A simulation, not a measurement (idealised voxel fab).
The document below concerns the process module designated voxel self aligned contacts.
For reference, the cross-section in this document is cut, with width 225 nm and square cells of 5 nm.
Each cross-section below is a grid of square cells, stated as bands in top-down order, with one or more rows of cells making up each band.
This entry defines a band. It first specifies the height of the band's top and the height of its bottom in nm, and then specifies the band's materials from left to right, stating each material with its width in nm. The word "all across" identifies a single material that fills the band from edge to edge, while the word "empty" identifies empty space.
Measure heights from 0. That's the level where, below it, the as-received wafer is all one material. The lowest band is bottomless and extends downward; write it as in "0 nm and below".
The width entry "30..40" should be interpreted row by row: the top row of cells in the band takes the first number, the bottom row takes the second number, and the change between adjacent rows is uniform throughout.
No cell of the cross-section changed in a step that is given as "no modification".
Any empty space of 8 cells or more lacking an open way to the top shows up in "Enclosed internal voids" as width x height at distance, distance from the left edge, in nm.
Read whatever lies past the settings on a step's line as the simulator's own remark about the step.
You can add "overlay nm" to a step's line. For a step with a mask, it describes how far the mask lay to the right of its planned position, and a negative number describes a lay to the left.
-- This section lists the process steps that were planned
1 RECEIVE,material Si
2 OXIDIZE,depth nm 5
3 DIRECTIONAL_DEP,material polySi,thk nm 30
4 DIRECTIONAL_DEP,material SiN,thk nm 20
5 PATTERN,tone cover,mask id GATE,material resist,width nm 35,pitch nm 65,thk nm 15,overlay nm 0
6 DIRECTIONAL_ETCH,etch materials SiN,depth nm 20
7 DIRECTIONAL_ETCH,etch materials polySi,depth nm 30
8 STRIP,etch materials resist
9 CONFORMAL_DEP,material SiN,thk nm 5
10 DIRECTIONAL_ETCH,etch materials SiN,depth nm 5
11 FILL_DEP,material SiO2,thk nm 15
12 CMP,height nm 60
13 DIRECTIONAL_DEP,material aC,thk nm 15
14 PATTERN,tone open,mask id CONTACT,material resist,width nm 50,pitch nm 65,thk nm 30,overlay nm 0
15 DIRECTIONAL_ETCH,etch materials aC,depth nm 15
16 STRIP,etch materials resist
17 DIRECTIONAL_ETCH,etch materials SiO2,depth nm 65
18 STRIP,etch materials aC
19 CONFORMAL_DEP,material TiN,thk nm 5
20 FILL_DEP,material W,thk nm 10
21 CMP,height nm 60
22 CONFORMAL_DEP,material SiN,thk nm 5
-- Cross-sectional view of the wafer in its as-received condition, corresponding to the state after step 1
> 0 nm and below = Si all across
> Enclosed internal voids: none
-- Figure: cross-sectional view of the wafer upon completion of the module, processed from the initial state and according to the plan depicted above, with one error introduced during execution
> 65 nm to 60 nm = SiN all across
> 60 nm to 55 nm = W: 50, TiN: 5, SiO2: 50, TiN: 5, W: 5, TiN: 5, SiO2: 50, TiN: 5, W: 50
> 55 nm to 50 nm = W: 20, TiN: 35, SiO2: 50, TiN: 15, SiO2: 50, TiN: 35, W: 20
> 50 nm to 30 nm = W: 20, TiN: 5, SiN: 45, SiO2: 20, SiN: 45, SiO2: 20, SiN: 45, TiN: 5, W: 20
> 30 nm to 0 nm = W: 20, TiN: 5, SiN: 5, polySi: 35, SiN: 5, SiO2: 20, SiN: 5, polySi: 35, SiN: 5, SiO2: 20, SiN: 5, polySi: 35, SiN: 5, TiN: 5, W: 20
> 0 nm to -5 nm = TiN: 25, SiO2: 175, TiN: 25
> -5 nm and below = Si all across
> Enclosed internal voids: none
Nonconformance to the process plan: not per plan at step 14, really ran PATTERN,tone cover,mask id CONTACT,material resist,width nm 50,pitch nm 65,thk nm 30,overlay nm 0
